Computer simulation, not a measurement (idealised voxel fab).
The process module that follows is named voxel wiring stack.
The cross-section shown here is cut; it is 260 nm wide and divided into square cells measuring 5 nm on a side.
Cross-section = grid of square cells, listed top down in bands; band = one or more rows.
Each band's line starts with the height of the band's top and of its bottom, in nm. Then come its materials from left to right, each with its width in nm. One material with "full width" fills the band from edge to edge. "blank" is empty space.
Basically, 0 is our baseline, since under it the wafer straight out of the box is all one material. The bottom band has no lower end and keeps on going down, so it looks like "0 -> down".
A width given as "30..40" starts at the first number in the band's top row and ends at the second number in its bottom row, shifting by an equal amount at every step from row to row.
Take "all unchanged" at face value: in the step it is given for, the cross-section changed in none of its cells.
The entry "Sealed void inventory" lists the empty spaces that cover at least 8 cells and have no open path to the top. Each is written as width x height at distance, where the distance is measured from the left edge and all three values are in nm.
It should be noted that, on the line of a given step, the content following the step's settings is a remark produced by the simulator itself with respect to that step.
Each step line may optionally specify "overlay nm", which for a step with a mask gives the rightward distance between the mask's planned place and where it lay, a negative value indicating the leftward direction.
Layout of what follows: cross-section pairs, each bracketing one process step, the after cross-section shown only to the lowest band that changed, the step between and its settings noted under each pair. Pairs may originate in different runs of this module on the same starting wafer; a pair continues from the pair above only where its entry headed "Before step" says so.

-- Before step
- 95 -> 85 = Cu full width
- 85 -> 80 = TiN=90; Cu=20; TiN=35; Cu=20; TiN=95
- 80 -> 60 = lowk=85; TiN=5; Cu=20; TiN=5; lowk=25; TiN=5; Cu=20; TiN=5; lowk=90
- 60 -> 55 = SiCN=85; TiN=30; SiCN=25; TiN=30; SiCN=90
- 55 -> 35 = SiO2=85; Ru=15; SiO2=40; Ru=15; SiO2=105
- 35 -> 30 = SiCN=85; Ru=15; SiCN=40; Ru=15; SiCN=105
- 30 -> 20 = SiO2=85; TiN=5; Cu=20; TiN=5; SiO2=25; TiN=5; Cu=20; TiN=5; SiO2=90
- 20 -> 15 = SiO2=85; TiN=30; SiO2=25; TiN=30; SiO2=90
- 15 -> 10 = TiN full width
- 10 -> 0 = SiO2 full width
- 0 -> down = Si full width
- Sealed void inventory: none

-- Cross-Section Thereafter
- 80 -> 60 = lowk=85; TiN=5; Cu=20; TiN=5; lowk=25; TiN=5; Cu=20; TiN=5; lowk=90
- Lower than 60, everything is as it was.
- Sealed void inventory: none
Connecting step for the cross-sections above: CMP (height nm 80)

Before step: this step begins from the cross-section that the pair just above shows after its step.

-- Cross-Section Thereafter
- 85 -> 80 = SiCN full width
- Lower than 80, everything is as it was.
- Sealed void inventory: none
Connecting step for the cross-sections above: CONFORMAL_DEP (material SiCN; thk nm 5)

Before step: this step begins from the cross-section that the pair just above shows after its step.

-- Cross-Section Thereafter
- 115 -> 85 = lowk full width
- Lower than 85, everything is as it was.
- Sealed void inventory: none
Connecting step for the cross-sections above: DIRECTIONAL_DEP (material lowk; thk nm 30)

Before step: this step begins from the cross-section that the pair just above shows after its step.

-- Cross-Section Thereafter
- 115 -> 85 = lowk=85; blank=15; lowk=40; blank=15; lowk=105
- Lower than 85, everything is as it was.
- Sealed void inventory: none
Connecting step for the cross-sections above: MASKED_ETCH (tone open; mask id METAL_3_HOLES; width nm 15; pitch nm 55; etch materials lowk; depth nm 30; overlay nm 0)

Before step: this step begins from the cross-section that the pair just above shows after its step.

-- Cross-Section Thereafter
- 115 -> 95 = lowk=85; blank=30; lowk=25; blank=30; lowk=90
- Lower than 95, everything is as it was.
- Sealed void inventory: none
Connecting step for the cross-sections above: MASKED_ETCH (tone open; mask id METAL_3; width nm 30; pitch nm 55; etch materials lowk; depth nm 20; overlay nm 0)

Before step: this step begins from the cross-section that the pair just above shows after its step.

-- Cross-Section Thereafter
- 115 -> 95 = lowk=85; blank=30; lowk=25; blank=30; lowk=90
- 95 -> 85 = lowk=85; blank=15; lowk=40; blank=15; lowk=105
- 85 -> 80 = SiCN=85; blank=15; SiCN=40; blank=15; SiCN=105
- Lower than 80, everything is as it was.
- Sealed void inventory: none
Connecting step for the cross-sections above: MASKED_ETCH (tone open; mask id METAL_3; width nm 30; pitch nm 55; etch materials SiCN; depth nm 5; overlay nm 0)

Before step: this step begins from the cross-section that the pair just above shows after its step.

-- Cross-Section Thereafter
- 120 -> 115 = TiN=90; blank=20; TiN=35; blank=20; TiN=95
- 115 -> 100 = lowk=85; TiN=5; blank=20; TiN=5; lowk=25; TiN=5; blank=20; TiN=5; lowk=90
- 100 -> 95 = lowk=85; TiN=5; blank=5; TiN=20; lowk=25; TiN=5; blank=5; TiN=20; lowk=90
- 95 -> 85 = lowk=85; TiN=5; blank=5; TiN=5; lowk=40; TiN=5; blank=5; TiN=5; lowk=105
- 85 -> 80 = SiCN=85; TiN=15; SiCN=40; TiN=15; SiCN=105
- Lower than 80, everything is as it was.
- Sealed void inventory: none
Connecting step for the cross-sections above: CONFORMAL_DEP (material TiN; thk nm 5)

Before step: this step begins from the cross-section that the pair just above shows after its step.

-- Cross-Section Thereafter
- 125 -> 120 = Cu full width
- 120 -> 115 = TiN=90; Cu=20; TiN=35; Cu=20; TiN=95
- 115 -> 100 = lowk=85; TiN=5; Cu=20; TiN=5; lowk=25; TiN=5; Cu=20; TiN=5; lowk=90
- 100 -> 95 = lowk=85; TiN=5; Cu=5; TiN=20; lowk=25; TiN=5; Cu=5; TiN=20; lowk=90
- 95 -> 85 = lowk=85; TiN=5; Cu=5; TiN=5; lowk=40; TiN=5; Cu=5; TiN=5; lowk=105
- Lower than 85, everything is as it was.
- Sealed void inventory: none
Connecting step for the cross-sections above: FILL_DEP (material Cu; thk nm 5)

Before step: this step begins from the cross-section that the pair just above shows after its step.

-- Cross-Section Thereafter
- 115 -> 100 = lowk=85; TiN=5; Cu=20; TiN=5; lowk=25; TiN=5; Cu=20; TiN=5; lowk=90
- Lower than 100, everything is as it was.
- Sealed void inventory: none
Connecting step for the cross-sections above: CMP (height nm 115)

Before step: this step begins from the cross-section that the pair just above shows after its step.

-- Cross-Section Thereafter
- 120 -> 115 = SiCN full width
- Lower than 115, everything is as it was.
- Sealed void inventory: none
Connecting step for the cross-sections above: CONFORMAL_DEP (material SiCN; thk nm 5)

Before step: this step begins from the cross-section that the pair just above shows after its step.

-- Cross-Section Thereafter
- 130 -> 120 = lowk full width
- Lower than 120, everything is as it was.
- Sealed void inventory: none
Connecting step for the cross-sections above: DIRECTIONAL_DEP (material lowk; thk nm 10)

Before step: this step begins from the cross-section that the pair just above shows after its step.

-- Cross-Section Thereafter
- 140 -> 130 = aC full width
- Lower than 130, everything is as it was.
- Sealed void inventory: none
Connecting step for the cross-sections above: DIRECTIONAL_DEP (material aC; thk nm 10)

Before step: this step begins from the cross-section that the pair just above shows after its step.

-- Cross-Section Thereafter
- 165 -> 140 = resist=85; blank=15; resist=160
- Lower than 140, everything is as it was.
- Sealed void inventory: none
Connecting step for the cross-sections above: PATTERN (tone open; mask id PLUG_3; material resist; width nm 15; thk nm 25; overlay nm 0)

Before step: this step begins from the cross-section that the pair just above shows after its step.

-- Cross-Section Thereafter
- 155 -> 140 = resist=85; blank=15; resist=160
- 140 -> 130 = aC=85; blank=15; aC=160
- Lower than 130, everything is as it was.
- Sealed void inventory: none
Connecting step for the cross-sections above: DIRECTIONAL_ETCH (etch materials aC; depth nm 10)

Before step: this step begins from the cross-section that the pair just above shows after its step.

-- Cross-Section Thereafter
- 140 -> 130 = aC=85; blank=15; aC=160
- Lower than 130, everything is as it was.
- Sealed void inventory: none
Connecting step for the cross-sections above: STRIP (etch materials resist)

Before step: this step begins from the cross-section that the pair just above shows after its step.

-- Cross-Section Thereafter
- 140 -> 130 = aC=85; blank=15; aC=160
- 130 -> 120 = lowk=85; blank=15; lowk=160
- Lower than 120, everything is as it was.
- Sealed void inventory: none
Connecting step for the cross-sections above: DIRECTIONAL_ETCH (etch materials lowk; depth nm 10)

Before step: this step begins from the cross-section that the pair just above shows after its step.

-- Cross-Section Thereafter
- 140 -> 130 = aC=85; blank=15; aC=160
- 130 -> 120 = lowk=85; blank=15; lowk=160
- 120 -> 115 = SiCN=85; blank=15; SiCN=160
- Lower than 115, everything is as it was.
- Sealed void inventory: none
Connecting step for the cross-sections above: DIRECTIONAL_ETCH (etch materials SiCN; depth nm 5)

Before step: this step begins from the cross-section that the pair just above shows after its step.

-- Cross-Section Thereafter
- 130 -> 120 = lowk=85; blank=15; lowk=160
- Lower than 120, everything is as it was.
- Sealed void inventory: none
Connecting step for the cross-sections above: STRIP (etch materials aC)

Before step: this step begins from the cross-section that the pair just above shows after its step.

-- Cross-Section Thereafter
- 135 -> 130 = TiN=90; blank=5; TiN=165
- 130 -> 120 = lowk=85; TiN=5; blank=5; TiN=5; lowk=160
- 120 -> 115 = SiCN=85; TiN=15; SiCN=160
- Lower than 115, everything is as it was.
- Sealed void inventory: none
Connecting step for the cross-sections above: CONFORMAL_DEP (material TiN; thk nm 5)

Before step: this step begins from the cross-section that the pair just above shows after its step.

-- Cross-Section Thereafter
- 145 -> 135 = W full width
- 135 -> 130 = TiN=90; W=5; TiN=165
- 130 -> 120 = lowk=85; TiN=5; W=5; TiN=5; lowk=160
- Lower than 120, everything is as it was.
- Sealed void inventory: none
Connecting step for the cross-sections above: FILL_DEP (material W; thk nm 10)

Before step: this step begins from the cross-section that the pair just above shows after its step.

-- Cross-Section Thereafter
- 130 -> 120 = lowk=85; TiN=5; W=5; TiN=5; lowk=160
- Lower than 120, everything is as it was.
- Sealed void inventory: none
Connecting step for the cross-sections above: CMP (height nm 130)

Before step: this step begins from the cross-section that the pair just above shows after its step.

-- Cross-Section Thereafter
- 135 -> 130 = SiN full width
- Lower than 130, everything is as it was.
- Sealed void inventory: none
Connecting step for the cross-sections above: CONFORMAL_DEP (material SiN; thk nm 5)

Before step: this step begins from the cross-section that the pair just above shows after its step.

-- Cross-Section Thereafter
- 160 -> 135 = lowk full width
- Lower than 135, everything is as it was.
- Sealed void inventory: none
Connecting step for the cross-sections above: DIRECTIONAL_DEP (material lowk; thk nm 25)

Before step: this step begins from the cross-section that the pair just above shows after its step.

-- Cross-Section Thereafter
- 160 -> 135 = lowk=85; blank=30; lowk=25; blank=30; lowk=90
- Lower than 135, everything is as it was.
- Sealed void inventory: none
Connecting step for the cross-sections above: MASKED_ETCH (tone open; mask id METAL_4; width nm 30; pitch nm 55; etch materials lowk; depth nm 25; overlay nm 0)

Before step: this step begins from the cross-section that the pair just above shows after its step.

-- Cross-Section Thereafter
- 160 -> 135 = lowk=85; blank=30; lowk=25; blank=30; lowk=90
- 135 -> 130 = SiN=85; blank=30; SiN=25; blank=30; SiN=90
- Lower than 130, everything is as it was.
- Sealed void inventory: none
Connecting step for the cross-sections above: MASKED_ETCH (tone open; mask id METAL_4; width nm 30; pitch nm 55; etch materials SiN; depth nm 5; overlay nm 0)

Before step: this step begins from the cross-section that the pair just above shows after its step.

-- Cross-Section Thereafter
- 165 -> 160 = TiN=90; blank=20; TiN=35; blank=20; TiN=95
- 160 -> 135 = lowk=85; TiN=5; blank=20; TiN=5; lowk=25; TiN=5; blank=20; TiN=5; lowk=90
- 135 -> 130 = SiN=85; TiN=30; SiN=25; TiN=30; SiN=90
- Lower than 130, everything is as it was.
- Sealed void inventory: none
Connecting step for the cross-sections above: CONFORMAL_DEP (material TiN; thk nm 5)

Before step: this step begins from the cross-section that the pair just above shows after its step.

-- Cross-Section Thereafter
- 170 -> 165 = Cu full width
- 165 -> 160 = TiN=90; Cu=20; TiN=35; Cu=20; TiN=95
- 160 -> 135 = lowk=85; TiN=5; Cu=20; TiN=5; lowk=25; TiN=5; Cu=20; TiN=5; lowk=90
- Lower than 135, everything is as it was.
- Sealed void inventory: none
Connecting step for the cross-sections above: FILL_DEP (material Cu; thk nm 5)

Before step: this step begins from the cross-section that the pair just above shows after its step.

-- Cross-Section Thereafter
- 160 -> 135 = lowk=85; TiN=5; Cu=20; TiN=5; lowk=25; TiN=5; Cu=20; TiN=5; lowk=90
- Lower than 135, everything is as it was.
- Sealed void inventory: none
Connecting step for the cross-sections above: CMP (height nm 160)

Before step: this step begins from the cross-section that the pair just above shows after its step.

-- Cross-Section Thereafter
- 165 -> 160 = blank=80; Ru=40; blank=15; Ru=40; blank=85
- Lower than 160, everything is as it was.
- Sealed void inventory: none
Connecting step for the cross-sections above: EPI (material Ru; thk nm 5)

Before step: this step begins from the cross-section that the pair just above shows after its step.

-- Cross-Section Thereafter
- 170 -> 165 = SiCN full width
- 165 -> 160 = SiCN=80; Ru=40; SiCN=15; Ru=40; SiCN=85
- Lower than 160, everything is as it was.
- Sealed void inventory: none
Connecting step for the cross-sections above: FILL_DEP (material SiCN; thk nm 5)

-- Before step
- 160 -> 135 = lowk full width
- 135 -> 130 = SiN full width
- 130 -> 120 = lowk=85; TiN=5; W=5; TiN=5; lowk=160
- 120 -> 115 = SiCN=85; TiN=15; SiCN=160
- 115 -> 100 = lowk=85; TiN=5; Cu=20; TiN=5; lowk=25; TiN=5; Cu=20; TiN=5; lowk=90
- 100 -> 95 = lowk=85; TiN=5; Cu=5; TiN=20; lowk=25; TiN=5; Cu=5; TiN=20; lowk=90
- 95 -> 85 = lowk=85; TiN=5; Cu=5; TiN=5; lowk=40; TiN=5; Cu=5; TiN=5; lowk=105
- 85 -> 80 = SiCN=85; TiN=15; SiCN=40; TiN=15; SiCN=105
- 80 -> 60 = lowk=85; TiN=5; Cu=20; TiN=5; lowk=25; TiN=5; Cu=20; TiN=5; lowk=90
- 60 -> 55 = SiCN=85; TiN=30; SiCN=25; TiN=30; SiCN=90
- 55 -> 35 = SiO2=85; Ru=15; SiO2=40; Ru=15; SiO2=105
- 35 -> 30 = SiCN=85; Ru=15; SiCN=40; Ru=15; SiCN=105
- 30 -> 15 = SiO2=85; TiN=5; Cu=20; TiN=5; SiO2=25; TiN=5; Cu=20; TiN=5; SiO2=90
- 15 -> 10 = SiCN=85; TiN=30; SiCN=25; TiN=30; SiCN=90
- 10 -> 0 = SiO2 full width
- 0 -> down = Si full width
- Sealed void inventory: none

-- Cross-Section Thereafter
- 160 -> 135 = blank=85; lowk=30; blank=25; lowk=30; blank=90
- Lower than 135, everything is as it was.
- Sealed void inventory: none
Connecting step for the cross-sections above: MASKED_ETCH (tone cover; mask id METAL_4; width nm 30; pitch nm 55; etch materials lowk; depth nm 25; overlay nm 0)

Before step: this step begins from the cross-section that the pair just above shows after its step.

-- Cross-Section Thereafter
- 165 -> 160 = blank=80; TiN=40; blank=15; TiN=40; blank=85
- 160 -> 140 = blank=80; TiN=5; lowk=30; TiN=5; blank=15; TiN=5; lowk=30; TiN=5; blank=85
- 140 -> 135 = TiN=85; lowk=30; TiN=25; lowk=30; TiN=90
- Lower than 135, everything is as it was.
- Sealed void inventory: none
Connecting step for the cross-sections above: CONFORMAL_DEP (material TiN; thk nm 5)

Before step: this step begins from the cross-section that the pair just above shows after its step.

-- Cross-Section Thereafter
- 170 -> 165 = Cu full width
- 165 -> 160 = Cu=80; TiN=40; Cu=15; TiN=40; Cu=85
- 160 -> 140 = Cu=80; TiN=5; lowk=30; TiN=5; Cu=15; TiN=5; lowk=30; TiN=5; Cu=85
- Lower than 140, everything is as it was.
- Sealed void inventory: none
Connecting step for the cross-sections above: FILL_DEP (material Cu; thk nm 5)

Before step: this step begins from the cross-section that the pair just above shows after its step.

-- Cross-Section Thereafter
- 160 -> 140 = Cu=80; TiN=5; lowk=30; TiN=5; Cu=15; TiN=5; lowk=30; TiN=5; Cu=85
- Lower than 140, everything is as it was.
- Sealed void inventory: none
Connecting step for the cross-sections above: CMP (height nm 160)

Before step: this step begins from the cross-section that the pair just above shows after its step.

-- Cross-Section Thereafter
- 165 -> 160 = Ru=90; blank=20; Ru=35; blank=20; Ru=95
- Lower than 160, everything is as it was.
- Sealed void inventory: none
Connecting step for the cross-sections above: EPI (material Ru; thk nm 5)

Before step: this step begins from the cross-section that the pair just above shows after its step.

-- Cross-Section Thereafter
- 170 -> 165 = SiCN full width
- 165 -> 160 = Ru=90; SiCN=20; Ru=35; SiCN=20; Ru=95
- Lower than 160, everything is as it was.
- Sealed void inventory: none
Connecting step for the cross-sections above: FILL_DEP (material SiCN; thk nm 5)
